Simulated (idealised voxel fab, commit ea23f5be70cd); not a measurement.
A process module follows: voxel capacitor over wiring.
Displayed cross-section: cut, width of 200 nm, square cells sized 5 nm.
Reading order for cross-sections: top band down to bottom band. Underlying form: a grid of square cells. Band size: one or more rows of cells.
Band: top and bottom heights (nm) first, top before bottom; then materials from left to right, widths in nm. "throughout" marks a sole material filling the band edge to edge. "blank" denotes empty space.
Height reference: 0 = level under which incoming wafer is all one material. Lowest band: no bottom, runs on downward, e.g. "top 0, no bottom".
Width: "30->40" (first number = top row, second number = bottom row, same change from row to row of cells).
"no change occurred" after a step means that no cell of the cross-section changed.
Each empty space that has no open way to the top and spans at least 8 cells appears under "Sealed-off cavities" as width x height at distance, the distance counted from the left edge, all in nm.
Step line, after settings: the simulator's comment on this step.
On any step carrying a mask, the "overlay nm" setting, if present on the step's line, tells how far right of its planned place the mask lay; negative values point to the left.

PROCESS STEPS - PLAN
1. RECEIVE,material Si
2. CONFORMAL_DEP,material SiO2,thk nm 15
3. DIRECTIONAL_DEP,material TiN,thk nm 5
4. DIRECTIONAL_DEP,material Ru,thk nm 15
5. MASKED_ETCH,tone cover,mask id METAL_1,width nm 25,pitch nm 85,etch materials Ru,depth nm 15,overlay nm 0
6. MASKED_ETCH,tone cover,mask id METAL_1,width nm 25,pitch nm 85,etch materials TiN,depth nm 5,overlay nm 0
7. FILL_DEP,material lowk,thk nm 10
8. CMP,height nm 35
9. CONFORMAL_DEP,material SiCN,thk nm 5
10. DIRECTIONAL_DEP,material lowk,thk nm 20
11. MASKED_ETCH,tone open,mask id PLUG_1,width nm 15,etch materials lowk,depth nm 20,overlay nm 0
12. MASKED_ETCH,tone open,mask id PLUG_1,width nm 15,etch materials SiCN,depth nm 5,overlay nm 0
13. EPI,material Ru,thk nm 10
14. EPI,material Ru,thk nm 10
15. EPI,material Ru,thk nm 5
16. DIRECTIONAL_DEP,material TiN,thk nm 10
17. DIRECTIONAL_DEP,material Al2O3,thk nm 5
18. DIRECTIONAL_DEP,material TiN,thk nm 5
19. PATTERN,tone cover,mask id UPPER_PLATE,material resist,width nm 65,thk nm 15,overlay nm 0
20. DIRECTIONAL_ETCH,etch materials TiN,depth nm 5
21. DIRECTIONAL_ETCH,etch materials Al2O3,depth nm 5
22. STRIP,etch materials resist
23. PATTERN,tone cover,mask id LOWER_PLATE,material resist,width nm 75,thk nm 20,overlay nm 0
24. DIRECTIONAL_ETCH,etch materials TiN,depth nm 10
25. STRIP,etch materials resist
26. FILL_DEP,material SiO2,thk nm 15
27. CMP,height nm 90
28. DIRECTIONAL_DEP,material aC,thk nm 15
29. PATTERN,tone open,mask id PLUG_2,material resist,width nm 15,thk nm 30,overlay nm 0
30. DIRECTIONAL_ETCH,etch materials aC,depth nm 15
31. STRIP,etch materials resist
32. DIRECTIONAL_ETCH,etch materials SiO2,depth nm 10
33. STRIP,etch materials aC
34. CONFORMAL_DEP,material TiN,thk nm 5
35. FILL_DEP,material W,thk nm 10
36. CMP,height nm 90
37. CONFORMAL_DEP,material SiCN,thk nm 5

RECEIVED-STATE CROSS-SECTION, REFLECTING COMPLETION OF STEP 1
	top 0, no bottom = Si throughout
	Sealed-off cavities: none

CROSS-SECTION AT MODULE END, ONE RUN ERROR; START AND PLAN UNCHANGED FROM ABOVE
	top 95, bottom 90 = SiCN throughout
	top 90, bottom 85 = W: 60 / TiN: 5 / SiO2: 15 / TiN: 5 / W: 115
	top 85, bottom 80 = TiN: 65 / SiO2: 15 / TiN: 120
	top 80, bottom 75 = SiO2: 55 / TiN: 65 / SiO2: 80
	top 75, bottom 70 = SiO2: 55 / Al2O3: 65 / SiO2: 80
	top 70, bottom 60 = SiO2: 50 / TiN: 75 / SiO2: 75
	top 60, bottom 40 = lowk: 55 / Ru: 15 / lowk: 130
	top 40, bottom 35 = SiCN: 55 / Ru: 15 / SiCN: 130
	top 35, bottom 20 = lowk: 45 / Ru: 25 / lowk: 60 / Ru: 25 / lowk: 45
	top 20, bottom 15 = lowk: 45 / TiN: 25 / lowk: 60 / TiN: 25 / lowk: 45
	top 15, bottom 0 = SiO2 throughout
	top 0, no bottom = Si throughout
	Sealed-off cavities: none
What broke from the plan during processing? rather than as planned, step 29 actually ran as PATTERN,tone cover,mask id PLUG_2,material resist,width nm 15,thk nm 30,overlay nm 0
